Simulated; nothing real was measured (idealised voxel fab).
You're looking at the process module voxel double patterning.
In the cross-section labelled cut, the width is 190 nm and each square cell is 5 nm.
Bands, listed from the top down, are how a cross-section gets written in this document; the cross-section itself is a grid of square cells, and a band is one or more rows of them. Heights first: top, then bottom, in nm. Then materials, left to right, each with a width in nm. "throughout" on a single material: fills the band edge to edge. "empty": empty space. Height datum 0, below which the as-received substrate wafer is one material. Lowest band open at the bottom, running downward: "0 -> down". A width given as "30..40" starts at the first number in the band's top row and ends at the second number in its bottom row, shifting by an equal amount at every step from row to row. Where a step carries "left unchanged", the cross-section came out of it unchanged, cell for cell. "Encapsulated voids" contains a list of empty spaces, each no smaller than 8 cells and without an open way to the top, written in the form width x height at distance with the distance from the left edge and all three in nm. It should be noted that, on the line of a given step, the content following the step's settings is a remark produced by the simulator itself with respect to that step. Among the settings permitted on a step's line is "overlay nm"; applied to a step with a mask, it specifies the extent to which the mask lay to the right of its planned position, whereas a negative figure signifies a position to the left.
### Process steps (planned)
1: RECEIVE [material Si]
2: CONFORMAL_DEP [material SiO2] [thk nm 10]
3: DIRECTIONAL_DEP [material polySi] [thk nm 15]
4: DIRECTIONAL_DEP [material SiN] [thk nm 5]
5: DIRECTIONAL_DEP [material aC] [thk nm 10]
6: PATTERN [tone open] [mask id FIRST] [material resist] [width nm 15] [pitch nm 50] [thk nm 30] [overlay nm 0]
7: DIRECTIONAL_ETCH [etch materials aC] [depth nm 10]
8: STRIP [etch materials resist]
9: DIRECTIONAL_ETCH [etch materials SiN] [depth nm 5]
10: STRIP [etch materials aC]
11: MASKED_ETCH [tone open] [mask id SECOND] [width nm 15] [pitch nm 50] [etch materials SiN] [depth nm 5] [overlay nm 0]
12: DIRECTIONAL_ETCH [etch materials polySi] [depth nm 15]
13: STRIP [etch materials SiN]
### Cross-section of the wafer upon arrival, representing the state reached after step 1
* 0 -> down = Si throughout
* Encapsulated voids: none
### First of two wafers: cross-section at end of module, run per plan
* 25 -> 10 = polySi 35 / empty 15 / polySi 10 / empty 15 / polySi 10 / empty 15 / polySi 10 / empty 15 / polySi 10 / empty 15 / polySi 40
* 10 -> 0 = SiO2 throughout
* 0 -> down = Si throughout
* Encapsulated voids: none
### Cross-sectional view of the second of two wafers upon completion of the module. This wafer shared its starting condition and process plan with the first; one error was made during its execution
* 25 -> 10 = polySi 25 / empty 15 / polySi 20 / empty 30 / polySi 20 / empty 30 / polySi 50
* 10 -> 0 = SiO2 throughout
* 0 -> down = Si throughout
* Encapsulated voids: none
Misprocessing identified: step 6 ran with different settings than intended, the actual operation and settings being PATTERN [tone open] [mask id FIRST] [material resist] [width nm 15] [pitch nm 50] [thk nm 30] [overlay nm -10]
Upon completion, the cell count for each material on the second wafer equals that on the first, whereas the spatial distribution of those cells differs.
